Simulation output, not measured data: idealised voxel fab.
The following is a process module called voxel self aligned vias.
Xsec cut, 295 nm wide, square cell size 5 nm.
Each cross-section below is a grid of square cells, stated as bands in top-down order, with one or more rows of cells making up each band.
Basically the band line says how high the top is and how high the bottom is, in nm, and then what's in it from left to right, every material with its width in nm. Empty space shows up as "blank", and if a single material carries "throughout" it runs the full band edge to edge.
Measure heights from 0. That's the level where, below it, the as-received wafer is all one material. The lowest band is bottomless and extends downward; write it as in "0..down".
When a width is written as two numbers, as in "30..40", the first number is the width in the top row of cells of the band and the second is the width in its bottom row, and the width changes by the same amount from each row to the next.
The cross-section has no changed cell in any step marked "changes: none".
Each empty space that has no open way to the top and spans at least 8 cells appears under "Enclosed void catalog" as width x height at distance, the distance counted from the left edge, all in nm.
The remark found on a step's line after its settings is issued by the simulator itself and pertains to that step.
overlay nm: right-of-plan distance of the mask on a masked step; negative values mean left-of-plan.
The remainder of this document consists of a sequence of paired cross-sections. Each pair presents the cross-section prior to one process step together with the cross-section following it, the latter being rendered only as deep as the lowest band that underwent change. The intervening step, together with its settings, is stated beneath each pair. Because the pairs may originate from different runs of this module on the same starting wafer, a given pair is to be read as continuing from the preceding pair only where its entry headed "Pre-step section" so indicates.
**Pre-step section**
    60..45: 100 nm aC / 30 nm blank / 35 nm aC / 30 nm blank / 100 nm aC
    45..20: SiO2 throughout
    20..15: SiCN throughout
    15..0: SiO2 throughout
    0..down: Si throughout
    Enclosed void catalog: none
**Post-Process View**
    60..45: 100 nm aC / 30 nm blank / 35 nm aC / 30 nm blank / 100 nm aC
    45..20: 100 nm SiO2 / 30 nm blank / 35 nm SiO2 / 30 nm blank / 100 nm SiO2
    Rest of section, below 20: as before.
    Enclosed void catalog: none
The step that takes the structure from the upper cross-section to the lower one is op DIRECTIONAL_ETCH | etch materials SiO2 | depth nm 25
Pre-step section: see preceding pair, after cross-section.
**Post-Process View**
    45..20: 100 nm SiO2 / 30 nm blank / 35 nm SiO2 / 30 nm blank / 100 nm SiO2
    Rest of section, below 20: as before.
    Enclosed void catalog: none
The step that takes the structure from the upper cross-section to the lower one is op STRIP | etch materials aC
Pre-step section: see preceding pair, after cross-section.
**Post-Process View**
    50..45: 105 nm TiN / 20 nm blank / 45 nm TiN / 20 nm blank / 105 nm TiN
    45..25: 100 nm SiO2 / 5 nm TiN / 20 nm blank / 5 nm TiN / 35 nm SiO2 / 5 nm TiN / 20 nm blank / 5 nm TiN / 100 nm SiO2
    25..20: 100 nm SiO2 / 30 nm TiN / 35 nm SiO2 / 30 nm TiN / 100 nm SiO2
    Rest of section, below 20: as before.
    Enclosed void catalog: none
The step that takes the structure from the upper cross-section to the lower one is op CONFORMAL_DEP | material TiN | thk nm 5
Pre-step section: see preceding pair, after cross-section.
**Post-Process View**
    55..50: W throughout
    50..45: 105 nm TiN / 20 nm W / 45 nm TiN / 20 nm W / 105 nm TiN
    45..25: 100 nm SiO2 / 5 nm TiN / 20 nm W / 5 nm TiN / 35 nm SiO2 / 5 nm TiN / 20 nm W / 5 nm TiN / 100 nm SiO2
    Rest of section, below 25: as before.
    Enclosed void catalog: none
The step that takes the structure from the upper cross-section to the lower one is op FILL_DEP | material W | thk nm 5
Pre-step section: see preceding pair, after cross-section.
**Post-Process View**
    40..25: 100 nm SiO2 / 5 nm TiN / 20 nm W / 5 nm TiN / 35 nm SiO2 / 5 nm TiN / 20 nm W / 5 nm TiN / 100 nm SiO2
    Rest of section, below 25: as before.
    Enclosed void catalog: none
The step that takes the structure from the upper cross-section to the lower one is op CMP | height nm 40
Pre-step section: see preceding pair, after cross-section.
**Post-Process View**
    40..35: 100 nm SiO2 / 30 nm blank / 35 nm SiO2 / 30 nm blank / 100 nm SiO2
    Rest of section, below 35: as before.
    Enclosed void catalog: none
The step that takes the structure from the upper cross-section to the lower one is op SELECTIVE_ETCH | etch materials W Ru TiN | depth nm 5
Pre-step section: see preceding pair, after cross-section.
**Post-Process View**
    45..40: SiN throughout
    40..35: 100 nm SiO2 / 30 nm SiN / 35 nm SiO2 / 30 nm SiN / 100 nm SiO2
    Rest of section, below 35: as before.
    Enclosed void catalog: none
The step that takes the structure from the upper cross-section to the lower one is op FILL_DEP | material SiN | thk nm 5
Pre-step section: see preceding pair, after cross-section.
**Post-Process View**
    40..35: 100 nm SiO2 / 30 nm SiN / 35 nm SiO2 / 30 nm SiN / 100 nm SiO2
    Rest of section, below 35: as before.
    Enclosed void catalog: none
The step that takes the structure from the upper cross-section to the lower one is op CMP | height nm 40
Pre-step section: see preceding pair, after cross-section.
**Post-Process View**
    55..40: SiO2 throughout
    Rest of section, below 40: as before.
    Enclosed void catalog: none
The step that takes the structure from the upper cross-section to the lower one is op DIRECTIONAL_DEP | material SiO2 | thk nm 15
Pre-step section: see preceding pair, after cross-section.
**Post-Process View**
    70..55: aC throughout
    Rest of section, below 55: as before.
    Enclosed void catalog: none
The step that takes the structure from the upper cross-section to the lower one is op DIRECTIONAL_DEP | material aC | thk nm 15
Pre-step section: see preceding pair, after cross-section.
**Post-Process View**
    105..70: 95 nm resist / 40 nm blank / 160 nm resist
    Rest of section, below 70: as before.
    Enclosed void catalog: none
The step that takes the structure from the upper cross-section to the lower one is op PATTERN | tone open | mask id VIAS | material resist | width nm 40 | thk nm 35 | overlay nm 0
Pre-step section: see preceding pair, after cross-section.
**Post-Process View**
    90..70: 95 nm resist / 40 nm blank / 160 nm resist
    70..55: 95 nm aC / 40 nm blank / 160 nm aC
    Rest of section, below 55: as before.
    Enclosed void catalog: none
The step that takes the structure from the upper cross-section to the lower one is op DIRECTIONAL_ETCH | etch materials aC | depth nm 15
Pre-step section: see preceding pair, after cross-section.
**Post-Process View**
    70..55: 95 nm aC / 40 nm blank / 160 nm aC
    Rest of section, below 55: as before.
    Enclosed void catalog: none
The step that takes the structure from the upper cross-section to the lower one is op STRIP | etch materials resist
Pre-step section: see preceding pair, after cross-section.
**Post-Process View**
    70..55: 95 nm aC / 40 nm blank / 160 nm aC
    55..40: 95 nm SiO2 / 40 nm blank / 160 nm SiO2
    Rest of section, below 40: as before.
    Enclosed void catalog: none
The step that takes the structure from the upper cross-section to the lower one is op DIRECTIONAL_ETCH | etch materials SiO2 | depth nm 15
Pre-step section: see preceding pair, after cross-section.
**Post-Process View**
    70..55: 95 nm aC / 40 nm blank / 160 nm aC
    55..40: 95 nm SiO2 / 40 nm blank / 160 nm SiO2
    40..35: 100 nm SiO2 / 30 nm blank / 35 nm SiO2 / 30 nm SiN / 100 nm SiO2
    Rest of section, below 35: as before.
    Enclosed void catalog: none
The step that takes the structure from the upper cross-section to the lower one is op DIRECTIONAL_ETCH | etch materials SiN | depth nm 5
Pre-step section: see preceding pair, after cross-section.
**Post-Process View**
    55..40: 95 nm SiO2 / 40 nm blank / 160 nm SiO2
    Rest of section, below 40: as before.
    Enclosed void catalog: none
The step that takes the structure from the upper cross-section to the lower one is op STRIP | etch materials aC
Pre-step section: see preceding pair, after cross-section.
**Post-Process View**
    60..55: 100 nm TiN / 30 nm blank / 165 nm TiN
    55..45: 95 nm SiO2 / 5 nm TiN / 30 nm blank / 5 nm TiN / 160 nm SiO2
    45..40: 95 nm SiO2 / 10 nm TiN / 20 nm blank / 10 nm TiN / 160 nm SiO2
    40..35: 100 nm SiO2 / 30 nm TiN / 35 nm SiO2 / 30 nm SiN / 100 nm SiO2
    Rest of section, below 35: as before.
    Enclosed void catalog: none
The step that takes the structure from the upper cross-section to the lower one is op CONFORMAL_DEP | material TiN | thk nm 5
Pre-step section: see preceding pair, after cross-section.
**Post-Process View**
    65..60: W throughout
    60..55: 100 nm TiN / 30 nm W / 165 nm TiN
    55..45: 95 nm SiO2 / 5 nm TiN / 30 nm W / 5 nm TiN / 160 nm SiO2
    45..40: 95 nm SiO2 / 10 nm TiN / 20 nm W / 10 nm TiN / 160 nm SiO2
    Rest of section, below 40: as before.
    Enclosed void catalog: none
The step that takes the structure from the upper cross-section to the lower one is op FILL_DEP | material W | thk nm 5
Pre-step section: see preceding pair, after cross-section.
**Post-Process View**
    55..45: 95 nm SiO2 / 5 nm TiN / 30 nm W / 5 nm TiN / 160 nm SiO2
    Rest of section, below 45: as before.
    Enclosed void catalog: none
The step that takes the structure from the upper cross-section to the lower one is op CMP | height nm 55
Pre-step section: see preceding pair, after cross-section.
**Post-Process View**
    60..55: SiN throughout
    Rest of section, below 55: as before.
    Enclosed void catalog: none
The step that takes the structure from the upper cross-section to the lower one is op CONFORMAL_DEP | material SiN | thk nm 5
**Pre-step section**
    70..55: aC throughout
    55..40: SiO2 throughout
    40..35: 100 nm SiO2 / 30 nm SiN / 35 nm SiO2 / 30 nm SiN / 100 nm SiO2
    35..20: 100 nm SiO2 / 5 nm TiN / 20 nm W / 5 nm TiN / 35 nm SiO2 / 5 nm TiN / 20 nm W / 5 nm TiN / 100 nm SiO2
    20..15: 100 nm SiO2 / 30 nm TiN / 35 nm SiO2 / 30 nm TiN / 100 nm SiO2
    15..10: SiCN throughout
    10..0: SiO2 throughout
    0..down: Si throughout
    Enclosed void catalog: none
**Post-Process View**
    105..70: 100 nm resist / 35 nm blank / 160 nm resist
    Rest of section, below 70: as before.
    Enclosed void catalog: none
The step that takes the structure from the upper cross-section to the lower one is op PATTERN | tone open | mask id VIAS | material resist | width nm 35 | thk nm 35 | overlay nm 0
Pre-step section: see preceding pair, after cross-section.
**Post-Process View**
    90..70: 100 nm resist / 35 nm blank / 160 nm resist
    70..55: 100 nm aC / 35 nm blank / 160 nm aC
    Rest of section, below 55: as before.
    Enclosed void catalog: none
The step that takes the structure from the upper cross-section to the lower one is op DIRECTIONAL_ETCH | etch materials aC | depth nm 15
Pre-step section: see preceding pair, after cross-section.
**Post-Process View**
    70..55: 100 nm aC / 35 nm blank / 160 nm aC
    Rest of section, below 55: as before.
    Enclosed void catalog: none
The step that takes the structure from the upper cross-section to the lower one is op STRIP | etch materials resist
Pre-step section: see preceding pair, after cross-section.
**Post-Process View**
    70..55: 100 nm aC / 35 nm blank / 160 nm aC
    55..40: 100 nm SiO2 / 35 nm blank / 160 nm SiO2
    Rest of section, below 40: as before.
    Enclosed void catalog: none
The step that takes the structure from the upper cross-section to the lower one is op DIRECTIONAL_ETCH | etch materials SiO2 | depth nm 15
Pre-step section: see preceding pair, after cross-section.
**Post-Process View**
    70..55: 100 nm aC / 35 nm blank / 160 nm aC
    55..40: 100 nm SiO2 / 35 nm blank / 160 nm SiO2
    40..35: 100 nm SiO2 / 30 nm blank / 35 nm SiO2 / 30 nm SiN / 100 nm SiO2
    Rest of section, below 35: as before.
    Enclosed void catalog: none
The step that takes the structure from the upper cross-section to the lower one is op DIRECTIONAL_ETCH | etch materials SiN | depth nm 5
Pre-step section: see preceding pair, after cross-section.
**Post-Process View**
    55..40: 100 nm SiO2 / 35 nm blank / 160 nm SiO2
    Rest of section, below 40: as before.
    Enclosed void catalog: none
The step that takes the structure from the upper cross-section to the lower one is op STRIP | etch materials aC
Pre-step section: see preceding pair, after cross-section.
**Post-Process View**
    60..55: 105 nm TiN / 25 nm blank / 165 nm TiN
    55..45: 100 nm SiO2 / 5 nm TiN / 25 nm blank / 5 nm TiN / 160 nm SiO2
    45..40: 100 nm SiO2 / 5 nm TiN / 20 nm blank / 10 nm TiN / 160 nm SiO2
    40..35: 100 nm SiO2 / 30 nm TiN / 35 nm SiO2 / 30 nm SiN / 100 nm SiO2
    Rest of section, below 35: as before.
    Enclosed void catalog: none
The step that takes the structure from the upper cross-section to the lower one is op CONFORMAL_DEP | material TiN | thk nm 5
Pre-step section: see preceding pair, after cross-section.
**Post-Process View**
    65..60: W throughout
    60..55: 105 nm TiN / 25 nm W / 165 nm TiN
    55..45: 100 nm SiO2 / 5 nm TiN / 25 nm W / 5 nm TiN / 160 nm SiO2
    45..40: 100 nm SiO2 / 5 nm TiN / 20 nm W / 10 nm TiN / 160 nm SiO2
    Rest of section, below 40: as before.
    Enclosed void catalog: none
The step that takes the structure from the upper cross-section to the lower one is op FILL_DEP | material W | thk nm 5
Pre-step section: see preceding pair, after cross-section.
**Post-Process View**
    55..45: 100 nm SiO2 / 5 nm TiN / 25 nm W / 5 nm TiN / 160 nm SiO2
    Rest of section, below 45: as before.
    Enclosed void catalog: none
The step that takes the structure from the upper cross-section to the lower one is op CMP | height nm 55
Pre-step section: see preceding pair, after cross-section.
**Post-Process View**
    60..55: SiN throughout
    Rest of section, below 55: as before.
    Enclosed void catalog: none
The step that takes the structure from the upper cross-section to the lower one is op CONFORMAL_DEP | material SiN | thk nm 5
**Pre-step section**
    55..40: aC throughout
    40..15: SiO2 throughout
    15..10: SiCN throughout
    10..0: SiO2 throughout
    0..down: Si throughout
    Enclosed void catalog: none
**Post-Process View**
    85..55: 105 nm resist / 30 nm blank / 35 nm resist / 30 nm blank / 95 nm resist
    Rest of section, below 55: as before.
    Enclosed void catalog: none
The step that takes the structure from the upper cross-section to the lower one is op PATTERN | tone open | mask id LINES | material resist | width nm 30 | pitch nm 65 | thk nm 30 | overlay nm 5
Pre-step section: see preceding pair, after cross-section.
**Post-Process View**
    70..55: 105 nm resist / 30 nm blank / 35 nm resist / 30 nm blank / 95 nm resist
    55..40: 105 nm aC / 30 nm blank / 35 nm aC / 30 nm blank / 95 nm aC
    Rest of section, below 40: as before.
    Enclosed void catalog: none
The step that takes the structure from the upper cross-section to the lower one is op DIRECTIONAL_ETCH | etch materials aC | depth nm 15
Pre-step section: see preceding pair, after cross-section.
**Post-Process View**
    55..40: 105 nm aC / 30 nm blank / 35 nm aC / 30 nm blank / 95 nm aC
    Rest of section, below 40: as before.
    Enclosed void catalog: none
The step that takes the structure from the upper cross-section to the lower one is op STRIP | etch materials resist
Pre-step section: see preceding pair, after cross-section.
**Post-Process View**
    55..40: 105 nm aC / 30 nm blank / 35 nm aC / 30 nm blank / 95 nm aC
    40..15: 105 nm SiO2 / 30 nm blank / 35 nm SiO2 / 30 nm blank / 95 nm SiO2
    Rest of section, below 15: as before.
    Enclosed void catalog: none
The step that takes the structure from the upper cross-section to the lower one is op DIRECTIONAL_ETCH | etch materials SiO2 | depth nm 25
Pre-step section: see preceding pair, after cross-section.
**Post-Process View**
    40..15: 105 nm SiO2 / 30 nm blank / 35 nm SiO2 / 30 nm blank / 95 nm SiO2
    Rest of section, below 15: as before.
    Enclosed void catalog: none
The step that takes the structure from the upper cross-section to the lower one is op STRIP | etch materials aC
Pre-step section: see preceding pair, after cross-section.
**Post-Process View**
    45..40: 110 nm TiN / 20 nm blank / 45 nm TiN / 20 nm blank / 100 nm TiN
    40..20: 105 nm SiO2 / 5 nm TiN / 20 nm blank / 5 nm TiN / 35 nm SiO2 / 5 nm TiN / 20 nm blank / 5 nm TiN / 95 nm SiO2
    20..15: 105 nm SiO2 / 30 nm TiN / 35 nm SiO2 / 30 nm TiN / 95 nm SiO2
    Rest of section, below 15: as before.
    Enclosed void catalog: none
The step that takes the structure from the upper cross-section to the lower one is op CONFORMAL_DEP | material TiN | thk nm 5
Pre-step section: see preceding pair, after cross-section.
**Post-Process View**
    50..45: W throughout
    45..40: 110 nm TiN / 20 nm W / 45 nm TiN / 20 nm W / 100 nm TiN
    40..20: 105 nm SiO2 / 5 nm TiN / 20 nm W / 5 nm TiN / 35 nm SiO2 / 5 nm TiN / 20 nm W / 5 nm TiN / 95 nm SiO2
    Rest of section, below 20: as before.
    Enclosed void catalog: none
The step that takes the structure from the upper cross-section to the lower one is op FILL_DEP | material W | thk nm 5
Pre-step section: see preceding pair, after cross-section.
**Post-Process View**
    40..20: 105 nm SiO2 / 5 nm TiN / 20 nm W / 5 nm TiN / 35 nm SiO2 / 5 nm TiN / 20 nm W / 5 nm TiN / 95 nm SiO2
    Rest of section, below 20: as before.
    Enclosed void catalog: none
The step that takes the structure from the upper cross-section to the lower one is op CMP | height nm 40
Pre-step section: see preceding pair, after cross-section.
**Post-Process View**
    40..35: 105 nm SiO2 / 30 nm blank / 35 nm SiO2 / 30 nm blank / 95 nm SiO2
    Rest of section, below 35: as before.
    Enclosed void catalog: none
The step that takes the structure from the upper cross-section to the lower one is op SELECTIVE_ETCH | etch materials W Ru TiN | depth nm 5
Pre-step section: see preceding pair, after cross-section.
**Post-Process View**
    45..40: SiN throughout
    40..35: 105 nm SiO2 / 30 nm SiN / 35 nm SiO2 / 30 nm SiN / 95 nm SiO2
    Rest of section, below 35: as before.
    Enclosed void catalog: none
The step that takes the structure from the upper cross-section to the lower one is op FILL_DEP | material SiN | thk nm 5
Pre-step section: see preceding pair, after cross-section.
**Post-Process View**
    40..35: 105 nm SiO2 / 30 nm SiN / 35 nm SiO2 / 30 nm SiN / 95 nm SiO2
    Rest of section, below 35: as before.
    Enclosed void catalog: none
The step that takes the structure from the upper cross-section to the lower one is op CMP | height nm 40
Pre-step section: see preceding pair, after cross-section.
**Post-Process View**
    55..40: SiO2 throughout
    Rest of section, below 40: as before.
    Enclosed void catalog: none
The step that takes the structure from the upper cross-section to the lower one is op DIRECTIONAL_DEP | material SiO2 | thk nm 15
Pre-step section: see preceding pair, after cross-section.
**Post-Process View**
    70..55: aC throughout
    Rest of section, below 55: as before.
    Enclosed void catalog: none
The step that takes the structure from the upper cross-section to the lower one is op DIRECTIONAL_DEP | material aC | thk nm 15
Pre-step section: see preceding pair, after cross-section.
**Post-Process View**
    105..70: 95 nm resist / 40 nm blank / 160 nm resist
    Rest of section, below 70: as before.
    Enclosed void catalog: none
The step that takes the structure from the upper cross-section to the lower one is op PATTERN | tone open | mask id VIAS | material resist | width nm 40 | thk nm 35 | overlay nm 0
Pre-step section: see preceding pair, after cross-section.
**Post-Process View**
    90..70: 95 nm resist / 40 nm blank / 160 nm resist
    70..55: 95 nm aC / 40 nm blank / 160 nm aC
    Rest of section, below 55: as before.
    Enclosed void catalog: none
The step that takes the structure from the upper cross-section to the lower one is op DIRECTIONAL_ETCH | etch materials aC | depth nm 15
Pre-step section: see preceding pair, after cross-section.
**Post-Process View**
    70..55: 95 nm aC / 40 nm blank / 160 nm aC
    Rest of section, below 55: as before.
    Enclosed void catalog: none
The step that takes the structure from the upper cross-section to the lower one is op STRIP | etch materials resist
Pre-step section: see preceding pair, after cross-section.
**Post-Process View**
    70..55: 95 nm aC / 40 nm blank / 160 nm aC
    55..40: 95 nm SiO2 / 40 nm blank / 160 nm SiO2
    Rest of section, below 40: as before.
    Enclosed void catalog: none
The step that takes the structure from the upper cross-section to the lower one is op DIRECTIONAL_ETCH | etch materials SiO2 | depth nm 15
Pre-step section: see preceding pair, after cross-section.
**Post-Process View**
    70..55: 95 nm aC / 40 nm blank / 160 nm aC
    55..40: 95 nm SiO2 / 40 nm blank / 160 nm SiO2
    40..35: 105 nm SiO2 / 30 nm blank / 35 nm SiO2 / 30 nm SiN / 95 nm SiO2
    Rest of section, below 35: as before.
    Enclosed void catalog: none
The step that takes the structure from the upper cross-section to the lower one is op DIRECTIONAL_ETCH | etch materials SiN | depth nm 5
Pre-step section: see preceding pair, after cross-section.
**Post-Process View**
    55..40: 95 nm SiO2 / 40 nm blank / 160 nm SiO2
    Rest of section, below 40: as before.
    Enclosed void catalog: none
The step that takes the structure from the upper cross-section to the lower one is op STRIP | etch materials aC
Pre-step section: see preceding pair, after cross-section.
**Post-Process View**
    60..55: 100 nm TiN / 30 nm blank / 165 nm TiN
    55..45: 95 nm SiO2 / 5 nm TiN / 30 nm blank / 5 nm TiN / 160 nm SiO2
    45..40: 95 nm SiO2 / 15 nm TiN / 20 nm blank / 5 nm TiN / 160 nm SiO2
    40..35: 105 nm SiO2 / 30 nm TiN / 35 nm SiO2 / 30 nm SiN / 95 nm SiO2
    Rest of section, below 35: as before.
    Enclosed void catalog: none
The step that takes the structure from the upper cross-section to the lower one is op CONFORMAL_DEP | material TiN | thk nm 5
Pre-step section: see preceding pair, after cross-section.
**Post-Process View**
    65..60: W throughout
    60..55: 100 nm TiN / 30 nm W / 165 nm TiN
    55..45: 95 nm SiO2 / 5 nm TiN / 30 nm W / 5 nm TiN / 160 nm SiO2
    45..40: 95 nm SiO2 / 15 nm TiN / 20 nm W / 5 nm TiN / 160 nm SiO2
    Rest of section, below 40: as before.
    Enclosed void catalog: none
The step that takes the structure from the upper cross-section to the lower one is op FILL_DEP | material W | thk nm 5
Pre-step section: see preceding pair, after cross-section.
**Post-Process View**
    55..45: 95 nm SiO2 / 5 nm TiN / 30 nm W / 5 nm TiN / 160 nm SiO2
    Rest of section, below 45: as before.
    Enclosed void catalog: none
The step that takes the structure from the upper cross-section to the lower one is op CMP | height nm 55
Pre-step section: see preceding pair, after cross-section.
**Post-Process View**
    60..55: SiN throughout
    Rest of section, below 55: as before.
    Enclosed void catalog: none
The step that takes the structure from the upper cross-section to the lower one is op CONFORMAL_DEP | material SiN | thk nm 5
**Pre-step section**
    40..20: 100 nm SiO2 / 5 nm TiN / 20 nm W / 5 nm TiN / 35 nm SiO2 / 5 nm TiN / 20 nm W / 5 nm TiN / 100 nm SiO2
    20..15: 100 nm SiO2 / 30 nm TiN / 35 nm SiO2 / 30 nm TiN / 100 nm SiO2
    15..10: SiCN throughout
    10..0: SiO2 throughout
    0..down: Si throughout
    Enclosed void catalog: none
**Post-Process View**
    40..35: 100 nm blank / 5 nm TiN / 20 nm W / 5 nm TiN / 35 nm blank / 5 nm TiN / 20 nm W / 5 nm TiN / 100 nm blank
    Rest of section, below 35: as before.
    Enclosed void catalog: none
The step that takes the structure from the upper cross-section to the lower one is op SELECTIVE_ETCH | etch materials SiO2 | depth nm 5
Pre-step section: see preceding pair, after cross-section.
**Post-Process View**
    45..40: SiN throughout
    40..35: 100 nm SiN / 5 nm TiN / 20 nm W / 5 nm TiN / 35 nm SiN / 5 nm TiN / 20 nm W / 5 nm TiN / 100 nm SiN
    Rest of section, below 35: as before.
    Enclosed void catalog: none
The step that takes the structure from the upper cross-section to the lower one is op FILL_DEP | material SiN | thk nm 5
Pre-step section: see preceding pair, after cross-section.
**Post-Process View**
    40..35: 100 nm SiN / 5 nm TiN / 20 nm W / 5 nm TiN / 35 nm SiN / 5 nm TiN / 20 nm W / 5 nm TiN / 100 nm SiN
    Rest of section, below 35: as before.
    Enclosed void catalog: none
The step that takes the structure from the upper cross-section to the lower one is op CMP | height nm 40
Pre-step section: see preceding pair, after cross-section.
**Post-Process View**
    55..40: SiO2 throughout
    Rest of section, below 40: as before.
    Enclosed void catalog: none
The step that takes the structure from the upper cross-section to the lower one is op DIRECTIONAL_DEP | material SiO2 | thk nm 15
Pre-step section: see preceding pair, after cross-section.
**Post-Process View**
    70..55: aC throughout
    Rest of section, below 55: as before.
    Enclosed void catalog: none
The step that takes the structure from the upper cross-section to the lower one is op DIRECTIONAL_DEP | material aC | thk nm 15
Pre-step section: see preceding pair, after cross-section.
**Post-Process View**
    105..70: 95 nm resist / 40 nm blank / 160 nm resist
    Rest of section, below 70: as before.
    Enclosed void catalog: none
The step that takes the structure from the upper cross-section to the lower one is op PATTERN | tone open | mask id VIAS | material resist | width nm 40 | thk nm 35 | overlay nm 0
Pre-step section: see preceding pair, after cross-section.
**Post-Process View**
    90..70: 95 nm resist / 40 nm blank / 160 nm resist
    70..55: 95 nm aC / 40 nm blank / 160 nm aC
    Rest of section, below 55: as before.
    Enclosed void catalog: none
The step that takes the structure from the upper cross-section to the lower one is op DIRECTIONAL_ETCH | etch materials aC | depth nm 15
Pre-step section: see preceding pair, after cross-section.
**Post-Process View**
    70..55: 95 nm aC / 40 nm blank / 160 nm aC
    Rest of section, below 55: as before.
    Enclosed void catalog: none
The step that takes the structure from the upper cross-section to the lower one is op STRIP | etch materials resist
Pre-step section: see preceding pair, after cross-section.
**Post-Process View**
    70..55: 95 nm aC / 40 nm blank / 160 nm aC
    55..40: 95 nm SiO2 / 40 nm blank / 160 nm SiO2
    Rest of section, below 40: as before.
    Enclosed void catalog: none
The step that takes the structure from the upper cross-section to the lower one is op DIRECTIONAL_ETCH | etch materials SiO2 | depth nm 15
Pre-step section: see preceding pair, after cross-section.
**Post-Process View**
    70..55: 95 nm aC / 40 nm blank / 160 nm aC
    55..40: 95 nm SiO2 / 40 nm blank / 160 nm SiO2
    40..35: 95 nm SiN / 5 nm blank / 5 nm TiN / 20 nm W / 5 nm TiN / 5 nm blank / 30 nm SiN / 5 nm TiN / 20 nm W / 5 nm TiN / 100 nm SiN
    Rest of section, below 35: as before.
    Enclosed void catalog: none
The step that takes the structure from the upper cross-section to the lower one is op DIRECTIONAL_ETCH | etch materials SiN | depth nm 5
Pre-step section: see preceding pair, after cross-section.
**Post-Process View**
    55..40: 95 nm SiO2 / 40 nm blank / 160 nm SiO2
    Rest of section, below 40: as before.
    Enclosed void catalog: none
The step that takes the structure from the upper cross-section to the lower one is op STRIP | etch materials aC
Pre-step section: see preceding pair, after cross-section.
**Post-Process View**
    60..55: 100 nm TiN / 30 nm blank / 165 nm TiN
    55..45: 95 nm SiO2 / 5 nm TiN / 30 nm blank / 5 nm TiN / 160 nm SiO2
    45..40: 95 nm SiO2 / 40 nm TiN / 160 nm SiO2
    40..35: 95 nm SiN / 10 nm TiN / 20 nm W / 10 nm TiN / 30 nm SiN / 5 nm TiN / 20 nm W / 5 nm TiN / 100 nm SiN
    Rest of section, below 35: as before.
    Enclosed void catalog: none
The step that takes the structure from the upper cross-section to the lower one is op CONFORMAL_DEP | material TiN | thk nm 5
Pre-step section: see preceding pair, after cross-section.
**Post-Process View**
    65..60: W throughout
    60..55: 100 nm TiN / 30 nm W / 165 nm TiN
    55..45: 95 nm SiO2 / 5 nm TiN / 30 nm W / 5 nm TiN / 160 nm SiO2
    Rest of section, below 45: as before.
    Enclosed void catalog: none
The step that takes the structure from the upper cross-section to the lower one is op FILL_DEP | material W | thk nm 5
Pre-step section: see preceding pair, after cross-section.
**Post-Process View**
    55..45: 95 nm SiO2 / 5 nm TiN / 30 nm W / 5 nm TiN / 160 nm SiO2
    Rest of section, below 45: as before.
    Enclosed void catalog: none
The step that takes the structure from the upper cross-section to the lower one is op CMP | height nm 55
Pre-step section: see preceding pair, after cross-section.
**Post-Process View**
    60..55: SiN throughout
    Rest of section, below 55: as before.
    Enclosed void catalog: none
The step that takes the structure from the upper cross-section to the lower one is op CONFORMAL_DEP | material SiN | thk nm 5
**Pre-step section**
    55..40: aC throughout
    40..15: SiO2 throughout
    15..10: SiCN throughout
    10..0: SiO2 throughout
    0..down: Si throughout
    Enclosed void catalog: none
**Post-Process View**
    85..55: 100 nm blank / 30 nm resist / 35 nm blank / 30 nm resist / 100 nm blank
    Rest of section, below 55: as before.
    Enclosed void catalog: none
The step that takes the structure from the upper cross-section to the lower one is op PATTERN | tone cover | mask id LINES | material resist | width nm 30 | pitch nm 65 | thk nm 30 | overlay nm 0
Pre-step section: see preceding pair, after cross-section.
**Post-Process View**
    70..55: 100 nm blank / 30 nm resist / 35 nm blank / 30 nm resist / 100 nm blank
    55..40: 100 nm blank / 30 nm aC / 35 nm blank / 30 nm aC / 100 nm blank
    Rest of section, below 40: as before.
    Enclosed void catalog: none
The step that takes the structure from the upper cross-section to the lower one is op DIRECTIONAL_ETCH | etch materials aC | depth nm 15
Pre-step section: see preceding pair, after cross-section.
**Post-Process View**
    55..40: 100 nm blank / 30 nm aC / 35 nm blank / 30 nm aC / 100 nm blank
    Rest of section, below 40: as before.
    Enclosed void catalog: none
The step that takes the structure from the upper cross-section to the lower one is op STRIP | etch materials resist
Pre-step section: see preceding pair, after cross-section.
**Post-Process View**
    55..40: 100 nm blank / 30 nm aC / 35 nm blank / 30 nm aC / 100 nm blank
    40..15: 100 nm blank / 30 nm SiO2 / 35 nm blank / 30 nm SiO2 / 100 nm blank
    Rest of section, below 15: as before.
    Enclosed void catalog: none
The step that takes the structure from the upper cross-section to the lower one is op DIRECTIONAL_ETCH | etch materials SiO2 | depth nm 25
Pre-step section: see preceding pair, after cross-section.
**Post-Process View**
    40..15: 100 nm blank / 30 nm SiO2 / 35 nm blank / 30 nm SiO2 / 100 nm blank
    Rest of section, below 15: as before.
    Enclosed void catalog: none
The step that takes the structure from the upper cross-section to the lower one is op STRIP | etch materials aC
Pre-step section: see preceding pair, after cross-section.
**Post-Process View**
    45..40: 95 nm blank / 40 nm TiN / 25 nm blank / 40 nm TiN / 95 nm blank
    40..20: 95 nm blank / 5 nm TiN / 30 nm SiO2 / 5 nm TiN / 25 nm blank / 5 nm TiN / 30 nm SiO2 / 5 nm TiN / 95 nm blank
    20..15: 100 nm TiN / 30 nm SiO2 / 35 nm TiN / 30 nm SiO2 / 100 nm TiN
    Rest of section, below 15: as before.
    Enclosed void catalog: none
The step that takes the structure from the upper cross-section to the lower one is op CONFORMAL_DEP | material TiN | thk nm 5
Pre-step section: see preceding pair, after cross-section.
**Post-Process View**
    50..45: W throughout
    45..40: 95 nm W / 40 nm TiN / 25 nm W / 40 nm TiN / 95 nm W
    40..20: 95 nm W / 5 nm TiN / 30 nm SiO2 / 5 nm TiN / 25 nm W / 5 nm TiN / 30 nm SiO2 / 5 nm TiN / 95 nm W
    Rest of section, below 20: as before.
    Enclosed void catalog: none
The step that takes the structure from the upper cross-section to the lower one is op FILL_DEP | material W | thk nm 5
Pre-step section: see preceding pair, after cross-section.
**Post-Process View**
    40..20: 95 nm W / 5 nm TiN / 30 nm SiO2 / 5 nm TiN / 25 nm W / 5 nm TiN / 30 nm SiO2 / 5 nm TiN / 95 nm W
    Rest of section, below 20: as before.
    Enclosed void catalog: none
The step that takes the structure from the upper cross-section to the lower one is op CMP | height nm 40
Pre-step section: see preceding pair, after cross-section.
**Post-Process View**
    40..35: 100 nm blank / 30 nm SiO2 / 35 nm blank / 30 nm SiO2 / 100 nm blank
    Rest of section, below 35: as before.
    Enclosed void catalog: none
The step that takes the structure from the upper cross-section to the lower one is op SELECTIVE_ETCH | etch materials W Ru TiN | depth nm 5
Pre-step section: see preceding pair, after cross-section.
**Post-Process View**
    45..40: SiN throughout
    40..35: 100 nm SiN / 30 nm SiO2 / 35 nm SiN / 30 nm SiO2 / 100 nm SiN
    Rest of section, below 35: as before.
    Enclosed void catalog: none
The step that takes the structure from the upper cross-section to the lower one is op FILL_DEP | material SiN | thk nm 5
